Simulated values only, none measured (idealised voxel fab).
process module | voxel ribs on slabs
cross-section cut | 150 nm wide | cells 5 nm
A cross-section is a grid of square cells, given in bands from the top down. A band is one or more rows of cells.
Each band's line starts with the height of the band's top and of its bottom, in nm. Then come its materials from left to right, each with its width in nm. One material with "throughout" fills the band from edge to edge. "air" is empty space.
Height 0 is the level under which the wafer as received is all one material. The lowest band goes on downwards, as in "0 down".
A width such as "30 to 40" changes by the same amount from each row of cells to the next, from the band's top row to its bottom row.
"no change" after a step means that no cell of the cross-section changed.
closed voids: empty space of 8 cells or more with no open way to the top, each as width x height at its distance from the left edge, in nm
after a step's settings: what the simulator itself notes on the step
overlay nm, on a step with a mask: how far to the right of its planned place the mask lay; to the left if negative
plan
1 op RECEIVE | material Si
2 op DIRECTIONAL_DEP | material SiO2 | thk nm 20
3 op DIRECTIONAL_DEP | material polySi | thk nm 15
4 op PATTERN | tone cover | mask id RIB | material resist | width nm 25 | thk nm 20 | overlay nm 0
5 op DIRECTIONAL_ETCH | etch materials polySi | depth nm 10
6 op STRIP | etch materials resist
7 op PATTERN | tone cover | mask id SLAB | material resist | width nm 85 | thk nm 20 | overlay nm 0
8 op DIRECTIONAL_ETCH | etch materials polySi | depth nm 5
9 op STRIP | etch materials resist
10 op FILL_DEP | material SiO2 | thk nm 20
11 op CMP | height nm 45
12 op DIRECTIONAL_DEP | material W | thk nm 10
13 op MASKED_ETCH | tone cover | mask id HEATER | width nm 35 | etch materials W | depth nm 10 | overlay nm 0
14 op CONFORMAL_DEP | material SiN | thk nm 10
as received, after step 1
  0 down: Si throughout
  closed voids: none
a wafer at the end: this start, this plan, one mistake
  60 to 55: air 45 | SiN 55 | air 50
  55 to 50: SiN throughout
  50 to 45: SiN 55 | W 35 | SiN 60
  45 to 35: SiO2 throughout
  35 to 25: SiO2 60 | polySi 25 | SiO2 65
  25 to 20: SiO2 30 | polySi 85 | SiO2 35
  20 to 0: SiO2 throughout
  0 down: Si throughout
  closed voids: none
what went wrong: step 12 ran as: op DIRECTIONAL_DEP | material W | thk nm 5
